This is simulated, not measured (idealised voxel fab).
process module | voxel wiring stack
cross-section cut | 170 nm wide | cells 5 nm
A cross-section is a grid of square cells, given in bands from the top down. A band is one or more rows of cells.
Each band's line starts with the height of the band's top and of its bottom, in nm. Then come its materials from left to right, each with its width in nm. One material with "throughout" fills the band from edge to edge. "air" is empty space.
Height 0 is the level under which the wafer as received is all one material. The lowest band goes on downwards, as in "0 down".
A width such as "30 to 40" changes by the same amount from each row of cells to the next, from the band's top row to its bottom row.
"no change" after a step means that no cell of the cross-section changed.
closed voids: empty space of 8 cells or more with no open way to the top, each as width x height at its distance from the left edge, in nm
after a step's settings: what the simulator itself notes on the step
overlay nm, on a step with a mask: how far to the right of its planned place the mask lay; to the left if negative
Each pair below shows a cross-section before one step and the cross-section after it, down to the lowest band that changed. The line under each pair gives the step between them, with its settings. The pairs can come from different runs of this module on the same starting wafer, so a pair continues from the pair above only where its "before" says so.
before
  0 down: Si throughout
  closed voids: none
after
  10 to 0: SiO2 throughout
  below 0: unchanged
  closed voids: none
the step between: op CONFORMAL_DEP | material SiO2 | thk nm 10
before: the cross-section after the pair above
after
  15 to 10: TiN throughout
  below 10: unchanged
  closed voids: none
the step between: op DIRECTIONAL_DEP | material TiN | thk nm 5
before: the cross-section after the pair above
after
  40 to 15: Ru throughout
  below 15: unchanged
  closed voids: none
the step between: op DIRECTIONAL_DEP | material Ru | thk nm 25
before: the cross-section after the pair above
after
  60 to 40: air 50 | resist 20 | air 25 | resist 20 | air 55
  below 40: unchanged
  closed voids: none
the step between: op PATTERN | tone cover | mask id METAL_1 | material resist | width nm 20 | pitch nm 45 | thk nm 20 | overlay nm 0
before: the cross-section after the pair above
after
  60 to 40: air 50 | resist 20 | air 25 | resist 20 | air 55
  40 to 15: air 50 | Ru 20 | air 25 | Ru 20 | air 55
  below 15: unchanged
  closed voids: none
the step between: op DIRECTIONAL_ETCH | etch materials Ru | depth nm 25
before: the cross-section after the pair above
after
  60 to 40: air 50 | resist 20 | air 25 | resist 20 | air 55
  40 to 15: air 50 | Ru 20 | air 25 | Ru 20 | air 55
  15 to 10: air 50 | TiN 20 | air 25 | TiN 20 | air 55
  below 10: unchanged
  closed voids: none
the step between: op DIRECTIONAL_ETCH | etch materials TiN | depth nm 5
before: the cross-section after the pair above
after
  40 to 15: air 50 | Ru 20 | air 25 | Ru 20 | air 55
  below 15: unchanged
  closed voids: none
the step between: op STRIP | etch materials resist
before: the cross-section after the pair above
after
  45 to 40: air 45 | SiN 30 | air 15 | SiN 30 | air 50
  40 to 15: air 45 | SiN 5 | Ru 20 | SiN 5 | air 15 | SiN 5 | Ru 20 | SiN 5 | air 50
  15 to 10: SiN 50 | TiN 20 | SiN 25 | TiN 20 | SiN 55
  below 10: unchanged
  closed voids: none
the step between: op CONFORMAL_DEP | material SiN | thk nm 5
before: the cross-section after the pair above
after
  55 to 45: lowk throughout
  45 to 40: lowk 45 | SiN 30 | lowk 15 | SiN 30 | lowk 50
  40 to 15: lowk 45 | SiN 5 | Ru 20 | SiN 5 | lowk 15 | SiN 5 | Ru 20 | SiN 5 | lowk 50
  below 15: unchanged
  closed voids: none
the step between: op FILL_DEP | material lowk | thk nm 10
before: the cross-section after the pair above
after
  40 to 15: lowk 45 | SiN 5 | Ru 20 | SiN 5 | lowk 15 | SiN 5 | Ru 20 | SiN 5 | lowk 50
  below 15: unchanged
  closed voids: none
the step between: op CMP | height nm 40
before: the cross-section after the pair above
after
  45 to 40: SiCN throughout
  below 40: unchanged
  closed voids: none
the step between: op CONFORMAL_DEP | material SiCN | thk nm 5
before: the cross-section after the pair above
after
  55 to 45: SiO2 throughout
  below 45: unchanged
  closed voids: none
the step between: op DIRECTIONAL_DEP | material SiO2 | thk nm 10
before: the cross-section after the pair above
after
  65 to 55: aC throughout
  below 55: unchanged
  closed voids: none
the step between: op DIRECTIONAL_DEP | material aC | thk nm 10
before: the cross-section after the pair above
after
  95 to 65: resist 50 | air 15 | resist 30 | air 15 | resist 60
  below 65: unchanged
  closed voids: none
the step between: op PATTERN | tone open | mask id PLUG_1 | material resist | width nm 15 | pitch nm 45 | thk nm 30 | overlay nm 0
before: the cross-section after the pair above
after
  85 to 65: resist 50 | air 15 | resist 30 | air 15 | resist 60
  65 to 55: aC 50 | air 15 | aC 30 | air 15 | aC 60
  below 55: unchanged
  closed voids: none
the step between: op DIRECTIONAL_ETCH | etch materials aC | depth nm 10
before: the cross-section after the pair above
after
  65 to 55: aC 50 | air 15 | aC 30 | air 15 | aC 60
  below 55: unchanged
  closed voids: none
the step between: op STRIP | etch materials resist
before: the cross-section after the pair above
after
  65 to 55: aC 50 | air 15 | aC 30 | air 15 | aC 60
  55 to 45: SiO2 50 | air 15 | SiO2 30 | air 15 | SiO2 60
  below 45: unchanged
  closed voids: none
the step between: op DIRECTIONAL_ETCH | etch materials SiO2 | depth nm 10
before: the cross-section after the pair above
after
  65 to 55: aC 50 | air 15 | aC 30 | air 15 | aC 60
  55 to 45: SiO2 50 | air 15 | SiO2 30 | air 15 | SiO2 60
  45 to 40: SiCN 50 | air 15 | SiCN 30 | air 15 | SiCN 60
  below 40: unchanged
  closed voids: none
the step between: op DIRECTIONAL_ETCH | etch materials SiCN | depth nm 5
before: the cross-section after the pair above
after
  55 to 45: SiO2 50 | air 15 | SiO2 30 | air 15 | SiO2 60
  below 45: unchanged
  closed voids: none
the step between: op STRIP | etch materials aC
before: the cross-section after the pair above
after
  60 to 55: TiN 55 | air 5 | TiN 40 | air 5 | TiN 65
  55 to 45: SiO2 50 | TiN 5 | air 5 | TiN 5 | SiO2 30 | TiN 5 | air 5 | TiN 5 | SiO2 60
  45 to 40: SiCN 50 | TiN 15 | SiCN 30 | TiN 15 | SiCN 60
  below 40: unchanged
  closed voids: none
the step between: op CONFORMAL_DEP | material TiN | thk nm 5
before: the cross-section after the pair above
after
  65 to 60: Cu throughout
  60 to 55: TiN 55 | Cu 5 | TiN 40 | Cu 5 | TiN 65
  55 to 45: SiO2 50 | TiN 5 | Cu 5 | TiN 5 | SiO2 30 | TiN 5 | Cu 5 | TiN 5 | SiO2 60
  below 45: unchanged
  closed voids: none
the step between: op FILL_DEP | material Cu | thk nm 5
before: the cross-section after the pair above
after
  55 to 45: SiO2 50 | TiN 5 | Cu 5 | TiN 5 | SiO2 30 | TiN 5 | Cu 5 | TiN 5 | SiO2 60
  below 45: unchanged
  closed voids: none
the step between: op CMP | height nm 55
before: the cross-section after the pair above
after
  60 to 55: TiN throughout
  below 55: unchanged
  closed voids: none
the step between: op DIRECTIONAL_DEP | material TiN | thk nm 5
before: the cross-section after the pair above
after
  80 to 60: Ru throughout
  below 60: unchanged
  closed voids: none
the step between: op DIRECTIONAL_DEP | material Ru | thk nm 20
before: the cross-section after the pair above
after
  95 to 80: air 50 | resist 20 | air 25 | resist 20 | air 55
  below 80: unchanged
  closed voids: none
the step between: op PATTERN | tone cover | mask id METAL_2 | material resist | width nm 20 | pitch nm 45 | thk nm 15 | overlay nm 0
before: the cross-section after the pair above
after
  95 to 80: air 50 | resist 20 | air 25 | resist 20 | air 55
  80 to 60: air 50 | Ru 20 | air 25 | Ru 20 | air 55
  below 60: unchanged
  closed voids: none
the step between: op DIRECTIONAL_ETCH | etch materials Ru | depth nm 20
before: the cross-section after the pair above
after
  95 to 80: air 50 | resist 20 | air 25 | resist 20 | air 55
  80 to 60: air 50 | Ru 20 | air 25 | Ru 20 | air 55
  60 to 55: air 50 | TiN 20 | air 25 | TiN 20 | air 55
  below 55: unchanged
  closed voids: none
the step between: op DIRECTIONAL_ETCH | etch materials TiN | depth nm 5
before: the cross-section after the pair above
after
  80 to 60: air 50 | Ru 20 | air 25 | Ru 20 | air 55
  below 60: unchanged
  closed voids: none
the step between: op STRIP | etch materials resist
before: the cross-section after the pair above
after
  85 to 80: lowk throughout
  80 to 60: lowk 50 | Ru 20 | lowk 25 | Ru 20 | lowk 55
  60 to 55: lowk 50 | TiN 20 | lowk 25 | TiN 20 | lowk 55
  below 55: unchanged
  closed voids: none
the step between: op FILL_DEP | material lowk | thk nm 5
before: the cross-section after the pair above
after
  80 to 60: lowk 50 | Ru 20 | lowk 25 | Ru 20 | lowk 55
  below 60: unchanged
  closed voids: none
the step between: op CMP | height nm 80
before: the cross-section after the pair above
after
  85 to 80: SiCN throughout
  below 80: unchanged
  closed voids: none
the step between: op CONFORMAL_DEP | material SiCN | thk nm 5
before
  10 to 0: SiO2 throughout
  0 down: Si throughout
  closed voids: none
after
  35 to 10: Ru throughout
  below 10: unchanged
  closed voids: none
the step between: op DIRECTIONAL_DEP | material Ru | thk nm 25
before: the cross-section after the pair above
after
  55 to 35: air 50 | resist 20 | air 25 | resist 20 | air 55
  below 35: unchanged
  closed voids: none
the step between: op PATTERN | tone cover | mask id METAL_1 | material resist | width nm 20 | pitch nm 45 | thk nm 20 | overlay nm 0
before: the cross-section after the pair above
after
  55 to 35: air 50 | resist 20 | air 25 | resist 20 | air 55
  35 to 10: air 50 | Ru 20 | air 25 | Ru 20 | air 55
  below 10: unchanged
  closed voids: none
the step between: op DIRECTIONAL_ETCH | etch materials Ru | depth nm 25
before: the cross-section after the pair above
after
  35 to 10: air 50 | Ru 20 | air 25 | Ru 20 | air 55
  below 10: unchanged
  closed voids: none
the step between: op STRIP | etch materials resist
before: the cross-section after the pair above
after
  40 to 35: air 45 | SiN 30 | air 15 | SiN 30 | air 50
  35 to 15: air 45 | SiN 5 | Ru 20 | SiN 5 | air 15 | SiN 5 | Ru 20 | SiN 5 | air 50
  15 to 10: SiN 50 | Ru 20 | SiN 25 | Ru 20 | SiN 55
  below 10: unchanged
  closed voids: none
the step between: op CONFORMAL_DEP | material SiN | thk nm 5
before: the cross-section after the pair above
after
  50 to 40: lowk throughout
  40 to 35: lowk 45 | SiN 30 | lowk 15 | SiN 30 | lowk 50
  35 to 15: lowk 45 | SiN 5 | Ru 20 | SiN 5 | lowk 15 | SiN 5 | Ru 20 | SiN 5 | lowk 50
  below 15: unchanged
  closed voids: none
the step between: op FILL_DEP | material lowk | thk nm 10
before: the cross-section after the pair above
after
  40 to 35: lowk 45 | SiN 30 | lowk 15 | SiN 30 | lowk 50
  below 35: unchanged
  closed voids: none
the step between: op CMP | height nm 40
before: the cross-section after the pair above
after
  45 to 40: SiCN throughout
  below 40: unchanged
  closed voids: none
the step between: op CONFORMAL_DEP | material SiCN | thk nm 5
before: the cross-section after the pair above
after
  55 to 45: SiO2 throughout
  below 45: unchanged
  closed voids: none
the step between: op DIRECTIONAL_DEP | material SiO2 | thk nm 10
before: the cross-section after the pair above
after
  65 to 55: aC throughout
  below 55: unchanged
  closed voids: none
the step between: op DIRECTIONAL_DEP | material aC | thk nm 10
before: the cross-section after the pair above
after
  95 to 65: resist 50 | air 15 | resist 30 | air 15 | resist 60
  below 65: unchanged
  closed voids: none
the step between: op PATTERN | tone open | mask id PLUG_1 | material resist | width nm 15 | pitch nm 45 | thk nm 30 | overlay nm 0
before: the cross-section after the pair above
after
  85 to 65: resist 50 | air 15 | resist 30 | air 15 | resist 60
  65 to 55: aC 50 | air 15 | aC 30 | air 15 | aC 60
  below 55: unchanged
  closed voids: none
the step between: op DIRECTIONAL_ETCH | etch materials aC | depth nm 10
before: the cross-section after the pair above
after
  65 to 55: aC 50 | air 15 | aC 30 | air 15 | aC 60
  below 55: unchanged
  closed voids: none
the step between: op STRIP | etch materials resist
before: the cross-section after the pair above
after
  65 to 55: aC 50 | air 15 | aC 30 | air 15 | aC 60
  55 to 45: SiO2 50 | air 15 | SiO2 30 | air 15 | SiO2 60
  below 45: unchanged
  closed voids: none
the step between: op DIRECTIONAL_ETCH | etch materials SiO2 | depth nm 10
before: the cross-section after the pair above
after
  65 to 55: aC 50 | air 15 | aC 30 | air 15 | aC 60
  55 to 45: SiO2 50 | air 15 | SiO2 30 | air 15 | SiO2 60
  45 to 40: SiCN 50 | air 15 | SiCN 30 | air 15 | SiCN 60
  below 40: unchanged
  closed voids: none
the step between: op DIRECTIONAL_ETCH | etch materials SiCN | depth nm 5
before: the cross-section after the pair above
after
  55 to 45: SiO2 50 | air 15 | SiO2 30 | air 15 | SiO2 60
  below 45: unchanged
  closed voids: none
the step between: op STRIP | etch materials aC
before: the cross-section after the pair above
after
  60 to 55: TiN 55 | air 5 | TiN 40 | air 5 | TiN 65
  55 to 45: SiO2 50 | TiN 5 | air 5 | TiN 5 | SiO2 30 | TiN 5 | air 5 | TiN 5 | SiO2 60
  45 to 40: SiCN 50 | TiN 15 | SiCN 30 | TiN 15 | SiCN 60
  below 40: unchanged
  closed voids: none
the step between: op CONFORMAL_DEP | material TiN | thk nm 5
before: the cross-section after the pair above
after
  65 to 60: Cu throughout
  60 to 55: TiN 55 | Cu 5 | TiN 40 | Cu 5 | TiN 65
  55 to 45: SiO2 50 | TiN 5 | Cu 5 | TiN 5 | SiO2 30 | TiN 5 | Cu 5 | TiN 5 | SiO2 60
  below 45: unchanged
  closed voids: none
the step between: op FILL_DEP | material Cu | thk nm 5
before: the cross-section after the pair above
after
  55 to 45: SiO2 50 | TiN 5 | Cu 5 | TiN 5 | SiO2 30 | TiN 5 | Cu 5 | TiN 5 | SiO2 60
  below 45: unchanged
  closed voids: none
the step between: op CMP | height nm 55
before: the cross-section after the pair above
after
  60 to 55: TiN throughout
  below 55: unchanged
  closed voids: none
the step between: op DIRECTIONAL_DEP | material TiN | thk nm 5
before: the cross-section after the pair above
after
  80 to 60: Ru throughout
  below 60: unchanged
  closed voids: none
the step between: op DIRECTIONAL_DEP | material Ru | thk nm 20
before: the cross-section after the pair above
after
  95 to 80: air 50 | resist 20 | air 25 | resist 20 | air 55
  below 80: unchanged
  closed voids: none
the step between: op PATTERN | tone cover | mask id METAL_2 | material resist | width nm 20 | pitch nm 45 | thk nm 15 | overlay nm 0
before: the cross-section after the pair above
after
  95 to 80: air 50 | resist 20 | air 25 | resist 20 | air 55
  80 to 60: air 50 | Ru 20 | air 25 | Ru 20 | air 55
  below 60: unchanged
  closed voids: none
the step between: op DIRECTIONAL_ETCH | etch materials Ru | depth nm 20
before: the cross-section after the pair above
after
  95 to 80: air 50 | resist 20 | air 25 | resist 20 | air 55
  80 to 60: air 50 | Ru 20 | air 25 | Ru 20 | air 55
  60 to 55: air 50 | TiN 20 | air 25 | TiN 20 | air 55
  below 55: unchanged
  closed voids: none
the step between: op DIRECTIONAL_ETCH | etch materials TiN | depth nm 5
before: the cross-section after the pair above
after
  80 to 60: air 50 | Ru 20 | air 25 | Ru 20 | air 55
  below 60: unchanged
  closed voids: none
the step between: op STRIP | etch materials resist
before: the cross-section after the pair above
after
  85 to 80: lowk throughout
  80 to 60: lowk 50 | Ru 20 | lowk 25 | Ru 20 | lowk 55
  60 to 55: lowk 50 | TiN 20 | lowk 25 | TiN 20 | lowk 55
  below 55: unchanged
  closed voids: none
the step between: op FILL_DEP | material lowk | thk nm 5
before: the cross-section after the pair above
after
  80 to 60: lowk 50 | Ru 20 | lowk 25 | Ru 20 | lowk 55
  below 60: unchanged
  closed voids: none
the step between: op CMP | height nm 80
before: the cross-section after the pair above
after
  85 to 80: SiCN throughout
  below 80: unchanged
  closed voids: none
the step between: op CONFORMAL_DEP | material SiCN | thk nm 5
before
  0 down: Si throughout
  closed voids: none
after
  5 to 0: TiN throughout
  below 0: unchanged
  closed voids: none
the step between: op DIRECTIONAL_DEP | material TiN | thk nm 5
before: the cross-section after the pair above
after
  15 to 5: SiO2 throughout
  below 5: unchanged
  closed voids: none
the step between: op CONFORMAL_DEP | material SiO2 | thk nm 10
before: the cross-section after the pair above
after
  40 to 15: Ru throughout
  below 15: unchanged
  closed voids: none
the step between: op DIRECTIONAL_DEP | material Ru | thk nm 25
before: the cross-section after the pair above
after
  60 to 40: air 50 | resist 20 | air 25 | resist 20 | air 55
  below 40: unchanged
  closed voids: none
the step between: op PATTERN | tone cover | mask id METAL_1 | material resist | width nm 20 | pitch nm 45 | thk nm 20 | overlay nm 0
before: the cross-section after the pair above
after
  60 to 40: air 50 | resist 20 | air 25 | resist 20 | air 55
  40 to 15: air 50 | Ru 20 | air 25 | Ru 20 | air 55
  below 15: unchanged
  closed voids: none
the step between: op DIRECTIONAL_ETCH | etch materials Ru | depth nm 25
before: the cross-section after the pair above
after
  40 to 15: air 50 | Ru 20 | air 25 | Ru 20 | air 55
  below 15: unchanged
  closed voids: none
the step between: op STRIP | etch materials resist
before: the cross-section after the pair above
after
  45 to 40: air 45 | SiN 30 | air 15 | SiN 30 | air 50
  40 to 20: air 45 | SiN 5 | Ru 20 | SiN 5 | air 15 | SiN 5 | Ru 20 | SiN 5 | air 50
  20 to 15: SiN 50 | Ru 20 | SiN 25 | Ru 20 | SiN 55
  below 15: unchanged
  closed voids: none
the step between: op CONFORMAL_DEP | material SiN | thk nm 5
before: the cross-section after the pair above
after
  55 to 45: lowk throughout
  45 to 40: lowk 45 | SiN 30 | lowk 15 | SiN 30 | lowk 50
  40 to 20: lowk 45 | SiN 5 | Ru 20 | SiN 5 | lowk 15 | SiN 5 | Ru 20 | SiN 5 | lowk 50
  below 20: unchanged
  closed voids: none
the step between: op FILL_DEP | material lowk | thk nm 10
before: the cross-section after the pair above
after
  40 to 20: lowk 45 | SiN 5 | Ru 20 | SiN 5 | lowk 15 | SiN 5 | Ru 20 | SiN 5 | lowk 50
  below 20: unchanged
  closed voids: none
the step between: op CMP | height nm 40
before: the cross-section after the pair above
after
  45 to 40: SiCN throughout
  below 40: unchanged
  closed voids: none
the step between: op CONFORMAL_DEP | material SiCN | thk nm 5
before: the cross-section after the pair above
after
  55 to 45: SiO2 throughout
  below 45: unchanged
  closed voids: none
the step between: op DIRECTIONAL_DEP | material SiO2 | thk nm 10
before: the cross-section after the pair above
after
  65 to 55: aC throughout
  below 55: unchanged
  closed voids: none
the step between: op DIRECTIONAL_DEP | material aC | thk nm 10
before: the cross-section after the pair above
after
  95 to 65: resist 50 | air 15 | resist 30 | air 15 | resist 60
  below 65: unchanged
  closed voids: none
the step between: op PATTERN | tone open | mask id PLUG_1 | material resist | width nm 15 | pitch nm 45 | thk nm 30 | overlay nm 0
before: the cross-section after the pair above
after
  85 to 65: resist 50 | air 15 | resist 30 | air 15 | resist 60
  65 to 55: aC 50 | air 15 | aC 30 | air 15 | aC 60
  below 55: unchanged
  closed voids: none
the step between: op DIRECTIONAL_ETCH | etch materials aC | depth nm 10
before: the cross-section after the pair above
after
  65 to 55: aC 50 | air 15 | aC 30 | air 15 | aC 60
  below 55: unchanged
  closed voids: none
the step between: op STRIP | etch materials resist
before: the cross-section after the pair above
after
  65 to 55: aC 50 | air 15 | aC 30 | air 15 | aC 60
  55 to 45: SiO2 50 | air 15 | SiO2 30 | air 15 | SiO2 60
  below 45: unchanged
  closed voids: none
the step between: op DIRECTIONAL_ETCH | etch materials SiO2 | depth nm 10
before: the cross-section after the pair above
after
  65 to 55: aC 50 | air 15 | aC 30 | air 15 | aC 60
  55 to 45: SiO2 50 | air 15 | SiO2 30 | air 15 | SiO2 60
  45 to 40: SiCN 50 | air 15 | SiCN 30 | air 15 | SiCN 60
  below 40: unchanged
  closed voids: none
the step between: op DIRECTIONAL_ETCH | etch materials SiCN | depth nm 5
before: the cross-section after the pair above
after
  55 to 45: SiO2 50 | air 15 | SiO2 30 | air 15 | SiO2 60
  below 45: unchanged
  closed voids: none
the step between: op STRIP | etch materials aC
before: the cross-section after the pair above
after
  60 to 55: TiN 55 | air 5 | TiN 40 | air 5 | TiN 65
  55 to 45: SiO2 50 | TiN 5 | air 5 | TiN 5 | SiO2 30 | TiN 5 | air 5 | TiN 5 | SiO2 60
  45 to 40: SiCN 50 | TiN 15 | SiCN 30 | TiN 15 | SiCN 60
  below 40: unchanged
  closed voids: none
the step between: op CONFORMAL_DEP | material TiN | thk nm 5
before: the cross-section after the pair above
after
  65 to 60: Cu throughout
  60 to 55: TiN 55 | Cu 5 | TiN 40 | Cu 5 | TiN 65
  55 to 45: SiO2 50 | TiN 5 | Cu 5 | TiN 5 | SiO2 30 | TiN 5 | Cu 5 | TiN 5 | SiO2 60
  below 45: unchanged
  closed voids: none
the step between: op FILL_DEP | material Cu | thk nm 5
before: the cross-section after the pair above
after
  55 to 45: SiO2 50 | TiN 5 | Cu 5 | TiN 5 | SiO2 30 | TiN 5 | Cu 5 | TiN 5 | SiO2 60
  below 45: unchanged
  closed voids: none
the step between: op CMP | height nm 55
before: the cross-section after the pair above
after
  60 to 55: TiN throughout
  below 55: unchanged
  closed voids: none
the step between: op DIRECTIONAL_DEP | material TiN | thk nm 5
before: the cross-section after the pair above
after
  80 to 60: Ru throughout
  below 60: unchanged
  closed voids: none
the step between: op DIRECTIONAL_DEP | material Ru | thk nm 20
before: the cross-section after the pair above
after
  95 to 80: air 50 | resist 20 | air 25 | resist 20 | air 55
  below 80: unchanged
  closed voids: none
the step between: op PATTERN | tone cover | mask id METAL_2 | material resist | width nm 20 | pitch nm 45 | thk nm 15 | overlay nm 0
before: the cross-section after the pair above
after
  95 to 80: air 50 | resist 20 | air 25 | resist 20 | air 55
  80 to 60: air 50 | Ru 20 | air 25 | Ru 20 | air 55
  below 60: unchanged
  closed voids: none
the step between: op DIRECTIONAL_ETCH | etch materials Ru | depth nm 20
before: the cross-section after the pair above
after
  95 to 80: air 50 | resist 20 | air 25 | resist 20 | air 55
  80 to 60: air 50 | Ru 20 | air 25 | Ru 20 | air 55
  60 to 55: air 50 | TiN 20 | air 25 | TiN 20 | air 55
  below 55: unchanged
  closed voids: none
the step between: op DIRECTIONAL_ETCH | etch materials TiN | depth nm 5
before: the cross-section after the pair above
after
  80 to 60: air 50 | Ru 20 | air 25 | Ru 20 | air 55
  below 60: unchanged
  closed voids: none
the step between: op STRIP | etch materials resist
before: the cross-section after the pair above
after
  85 to 80: lowk throughout
  80 to 60: lowk 50 | Ru 20 | lowk 25 | Ru 20 | lowk 55
  60 to 55: lowk 50 | TiN 20 | lowk 25 | TiN 20 | lowk 55
  below 55: unchanged
  closed voids: none
the step between: op FILL_DEP | material lowk | thk nm 5
before: the cross-section after the pair above
after
  80 to 60: lowk 50 | Ru 20 | lowk 25 | Ru 20 | lowk 55
  below 60: unchanged
  closed voids: none
the step between: op CMP | height nm 80
before: the cross-section after the pair above
after
  85 to 80: SiCN throughout
  below 80: unchanged
  closed voids: none
the step between: op CONFORMAL_DEP | material SiCN | thk nm 5
before
  85 to 80: lowk throughout
  80 to 60: lowk 50 | Ru 20 | lowk 25 | Ru 20 | lowk 55
  60 to 55: lowk 50 | TiN 20 | lowk 25 | TiN 20 | lowk 55
  55 to 45: SiO2 50 | TiN 5 | Cu 5 | TiN 5 | SiO2 30 | TiN 5 | Cu 5 | TiN 5 | SiO2 60
  45 to 40: SiCN 50 | TiN 15 | SiCN 30 | TiN 15 | SiCN 60
  40 to 15: lowk 45 | SiN 5 | Ru 20 | SiN 5 | lowk 15 | SiN 5 | Ru 20 | SiN 5 | lowk 50
  15 to 10: SiN 50 | TiN 20 | SiN 25 | TiN 20 | SiN 55
  10 to 0: SiO2 throughout
  0 down: Si throughout
  closed voids: none
after
  75 to 60: lowk 50 | Ru 20 | lowk 25 | Ru 20 | lowk 55
  below 60: unchanged
  closed voids: none
the step between: op CMP | height nm 75
before: the cross-section after the pair above
after
  80 to 75: SiCN throughout
  below 75: unchanged
  closed voids: none
the step between: op CONFORMAL_DEP | material SiCN | thk nm 5
before
  40 to 15: Ru throughout
  15 to 10: TiN throughout
  10 to 0: SiO2 throughout
  0 down: Si throughout
  closed voids: none
after
  60 to 40: air 55 | resist 15 | air 30 | resist 15 | air 55
  below 40: unchanged
  closed voids: none
the step between: op PATTERN | tone cover | mask id METAL_1 | material resist | width nm 15 | pitch nm 45 | thk nm 20 | overlay nm 0
before: the cross-section after the pair above
after
  60 to 40: air 55 | resist 15 | air 30 | resist 15 | air 55
  40 to 15: air 55 | Ru 15 | air 30 | Ru 15 | air 55
  below 15: unchanged
  closed voids: none
the step between: op DIRECTIONAL_ETCH | etch materials Ru | depth nm 25
before: the cross-section after the pair above
after
  60 to 40: air 55 | resist 15 | air 30 | resist 15 | air 55
  40 to 15: air 55 | Ru 15 | air 30 | Ru 15 | air 55
  15 to 10: air 55 | TiN 15 | air 30 | TiN 15 | air 55
  below 10: unchanged
  closed voids: none
the step between: op DIRECTIONAL_ETCH | etch materials TiN | depth nm 5
before: the cross-section after the pair above
after
  40 to 15: air 55 | Ru 15 | air 30 | Ru 15 | air 55
  below 15: unchanged
  closed voids: none
the step between: op STRIP | etch materials resist
before: the cross-section after the pair above
after
  45 to 40: air 50 | SiN 25 | air 20 | SiN 25 | air 50
  40 to 15: air 50 | SiN 5 | Ru 15 | SiN 5 | air 20 | SiN 5 | Ru 15 | SiN 5 | air 50
  15 to 10: SiN 55 | TiN 15 | SiN 30 | TiN 15 | SiN 55
  below 10: unchanged
  closed voids: none
the step between: op CONFORMAL_DEP | material SiN | thk nm 5
before: the cross-section after the pair above
after
  55 to 45: lowk throughout
  45 to 40: lowk 50 | SiN 25 | lowk 20 | SiN 25 | lowk 50
  40 to 15: lowk 50 | SiN 5 | Ru 15 | SiN 5 | lowk 20 | SiN 5 | Ru 15 | SiN 5 | lowk 50
  below 15: unchanged
  closed voids: none
the step between: op FILL_DEP | material lowk | thk nm 10
before: the cross-section after the pair above
after
  40 to 15: lowk 50 | SiN 5 | Ru 15 | SiN 5 | lowk 20 | SiN 5 | Ru 15 | SiN 5 | lowk 50
  below 15: unchanged
  closed voids: none
the step between: op CMP | height nm 40
before: the cross-section after the pair above
after
  45 to 40: SiCN throughout
  below 40: unchanged
  closed voids: none
the step between: op CONFORMAL_DEP | material SiCN | thk nm 5
before: the cross-section after the pair above
after
  55 to 45: SiO2 throughout
  below 45: unchanged
  closed voids: none
the step between: op DIRECTIONAL_DEP | material SiO2 | thk nm 10
before: the cross-section after the pair above
after
  65 to 55: aC throughout
  below 55: unchanged
  closed voids: none
the step between: op DIRECTIONAL_DEP | material aC | thk nm 10
before: the cross-section after the pair above
after
  95 to 65: resist 50 | air 15 | resist 30 | air 15 | resist 60
  below 65: unchanged
  closed voids: none
the step between: op PATTERN | tone open | mask id PLUG_1 | material resist | width nm 15 | pitch nm 45 | thk nm 30 | overlay nm 0
before: the cross-section after the pair above
after
  85 to 65: resist 50 | air 15 | resist 30 | air 15 | resist 60
  65 to 55: aC 50 | air 15 | aC 30 | air 15 | aC 60
  below 55: unchanged
  closed voids: none
the step between: op DIRECTIONAL_ETCH | etch materials aC | depth nm 10
before: the cross-section after the pair above
after
  65 to 55: aC 50 | air 15 | aC 30 | air 15 | aC 60
  below 55: unchanged
  closed voids: none
the step between: op STRIP | etch materials resist
before: the cross-section after the pair above
after
  65 to 55: aC 50 | air 15 | aC 30 | air 15 | aC 60
  55 to 45: SiO2 50 | air 15 | SiO2 30 | air 15 | SiO2 60
  below 45: unchanged
  closed voids: none
the step between: op DIRECTIONAL_ETCH | etch materials SiO2 | depth nm 10
before: the cross-section after the pair above
after
  65 to 55: aC 50 | air 15 | aC 30 | air 15 | aC 60
  55 to 45: SiO2 50 | air 15 | SiO2 30 | air 15 | SiO2 60
  45 to 40: SiCN 50 | air 15 | SiCN 30 | air 15 | SiCN 60
  below 40: unchanged
  closed voids: none
the step between: op DIRECTIONAL_ETCH | etch materials SiCN | depth nm 5
before: the cross-section after the pair above
after
  55 to 45: SiO2 50 | air 15 | SiO2 30 | air 15 | SiO2 60
  below 45: unchanged
  closed voids: none
the step between: op STRIP | etch materials aC
before: the cross-section after the pair above
after
  60 to 55: TiN 55 | air 5 | TiN 40 | air 5 | TiN 65
  55 to 45: SiO2 50 | TiN 5 | air 5 | TiN 5 | SiO2 30 | TiN 5 | air 5 | TiN 5 | SiO2 60
  45 to 40: SiCN 50 | TiN 15 | SiCN 30 | TiN 15 | SiCN 60
  below 40: unchanged
  closed voids: none
the step between: op CONFORMAL_DEP | material TiN | thk nm 5
before: the cross-section after the pair above
after
  65 to 60: Cu throughout
  60 to 55: TiN 55 | Cu 5 | TiN 40 | Cu 5 | TiN 65
  55 to 45: SiO2 50 | TiN 5 | Cu 5 | TiN 5 | SiO2 30 | TiN 5 | Cu 5 | TiN 5 | SiO2 60
  below 45: unchanged
  closed voids: none
the step between: op FILL_DEP | material Cu | thk nm 5
before: the cross-section after the pair above
after
  55 to 45: SiO2 50 | TiN 5 | Cu 5 | TiN 5 | SiO2 30 | TiN 5 | Cu 5 | TiN 5 | SiO2 60
  below 45: unchanged
  closed voids: none
the step between: op CMP | height nm 55
before: the cross-section after the pair above
after
  60 to 55: TiN throughout
  below 55: unchanged
  closed voids: none
the step between: op DIRECTIONAL_DEP | material TiN | thk nm 5
before: the cross-section after the pair above
after
  80 to 60: Ru throughout
  below 60: unchanged
  closed voids: none
the step between: op DIRECTIONAL_DEP | material Ru | thk nm 20
before: the cross-section after the pair above
after
  95 to 80: air 50 | resist 20 | air 25 | resist 20 | air 55
  below 80: unchanged
  closed voids: none
the step between: op PATTERN | tone cover | mask id METAL_2 | material resist | width nm 20 | pitch nm 45 | thk nm 15 | overlay nm 0
before: the cross-section after the pair above
after
  95 to 80: air 50 | resist 20 | air 25 | resist 20 | air 55
  80 to 60: air 50 | Ru 20 | air 25 | Ru 20 | air 55
  below 60: unchanged
  closed voids: none
the step between: op DIRECTIONAL_ETCH | etch materials Ru | depth nm 20
before: the cross-section after the pair above
after
  95 to 80: air 50 | resist 20 | air 25 | resist 20 | air 55
  80 to 60: air 50 | Ru 20 | air 25 | Ru 20 | air 55
  60 to 55: air 50 | TiN 20 | air 25 | TiN 20 | air 55
  below 55: unchanged
  closed voids: none
the step between: op DIRECTIONAL_ETCH | etch materials TiN | depth nm 5
before: the cross-section after the pair above
after
  80 to 60: air 50 | Ru 20 | air 25 | Ru 20 | air 55
  below 60: unchanged
  closed voids: none
the step between: op STRIP | etch materials resist
before: the cross-section after the pair above
after
  85 to 80: lowk throughout
  80 to 60: lowk 50 | Ru 20 | lowk 25 | Ru 20 | lowk 55
  60 to 55: lowk 50 | TiN 20 | lowk 25 | TiN 20 | lowk 55
  below 55: unchanged
  closed voids: none
the step between: op FILL_DEP | material lowk | thk nm 5
before: the cross-section after the pair above
after
  80 to 60: lowk 50 | Ru 20 | lowk 25 | Ru 20 | lowk 55
  below 60: unchanged
  closed voids: none
the step between: op CMP | height nm 80
